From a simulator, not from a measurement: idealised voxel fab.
The following is a process module called voxel self aligned contacts.
Cross-section cut spans 180 nm and uses square cells 5 nm in size.
A cross-section is a grid of square cells, given in bands from the top down. A band is one or more rows of cells.
Top height, bottom height, nm. Materials left to right, width each, nm. Single material + "all across" = fills band edge to edge. "blank" = empty.
Height is counted from the level 0, under which the received wafer is composed throughout of one material. The lowest of the bands is not closed at the bottom but continues downward, in the notation "0 down".
The width entry "30..40" should be interpreted row by row: the top row of cells in the band takes the first number, the bottom row takes the second number, and the change between adjacent rows is uniform throughout.
You'll sometimes find "no change occurred" written for a step, and that's the way of saying that nowhere in the cross-section did a cell change during that step.
"Closed cavity list" contains a list of empty spaces, each no smaller than 8 cells and without an open way to the top, written in the form width x height at distance with the distance from the left edge and all three in nm.
If you see something after the settings on a step's line, that's the simulator's own remark about that step.
Among the settings permitted on a step's line is "overlay nm"; applied to a step with a mask, it specifies the extent to which the mask lay to the right of its planned position, whereas a negative figure signifies a position to the left.

The steps planned for the process are as follows:
step 1: RECEIVE, material Si
step 2: CONFORMAL_DEP, material SiO2, thk nm 5
step 3: DIRECTIONAL_DEP, material polySi, thk nm 20
step 4: DIRECTIONAL_DEP, material SiN, thk nm 15
step 5: PATTERN, tone cover, mask id GATE, material resist, width nm 30, pitch nm 60, thk nm 20, overlay nm 0
step 6: DIRECTIONAL_ETCH, etch materials SiN, depth nm 15
step 7: DIRECTIONAL_ETCH, etch materials polySi, depth nm 20
step 8: STRIP, etch materials resist
step 9: CONFORMAL_DEP, material SiN, thk nm 5
step 10: DIRECTIONAL_ETCH, etch materials SiN, depth nm 5
step 11: FILL_DEP, material SiO2, thk nm 15
step 12: CMP, height nm 50
step 13: PATTERN, tone open, mask id CONTACT, material resist, width nm 40, thk nm 15, overlay nm 0
step 14: DIRECTIONAL_ETCH, etch materials SiO2, depth nm 50
step 15: STRIP, etch materials resist
step 16: CONFORMAL_DEP, material TiN, thk nm 5
step 17: FILL_DEP, material Ru, thk nm 10
step 18: CMP, height nm 50
step 19: CONFORMAL_DEP, material SiN, thk nm 5

Wafer as received: cross-section following step 1:
	0 down | Si all across
	Closed cavity list: none

First wafer at the end, as planned:
	55 to 50 | SiN all across
	50 to 40 | SiO2: 70; TiN: 5..15; Ru: 30..10; TiN: 5..15; SiO2: 70
	40 to 25 | SiO2: 40; SiN: 40; TiN: 5; Ru: 10; TiN: 5; SiN: 40; SiO2: 40
	25 to 5 | SiO2: 40; SiN: 5; polySi: 30; SiN: 5; TiN: 5; Ru: 10; TiN: 5; SiN: 5; polySi: 30; SiN: 5; SiO2: 40
	5 to 0 | SiO2: 80; TiN: 20; SiO2: 80
	0 down | Si all across
	Closed cavity list: none

Presented here is a cross-section of the second of the two wafers as it stood at the end of the module. It was started in the same manner and assigned the same plan as the first wafer; however, one mistake was made in its execution:
	55 to 50 | SiN all across
	50 to 40 | SiO2: 70; TiN: 5..15; Ru: 35..10; TiN: 5..20; SiO2: 65
	40 to 25 | SiO2: 40; SiN: 40; TiN: 5; Ru: 10; TiN: 5; SiN: 40; SiO2: 40
	25 to 5 | SiO2: 40; SiN: 5; polySi: 30; SiN: 5; TiN: 5; Ru: 10; TiN: 5; SiN: 5; polySi: 30; SiN: 5; SiO2: 40
	5 to 0 | SiO2: 80; TiN: 20; SiO2: 80
	0 down | Si all across
	Closed cavity list: none
Against the plan, the run slipped here: in deviation from the planned setting, step 13 was conducted as PATTERN, tone open, mask id CONTACT, material resist, width nm 45, thk nm 15, overlay nm 0
Once processing is complete, comparing cell counts shows that the second wafer has more or fewer of certain materials than the first: 1 more of Ru; 2 fewer of SiO2; 1 more of TiN
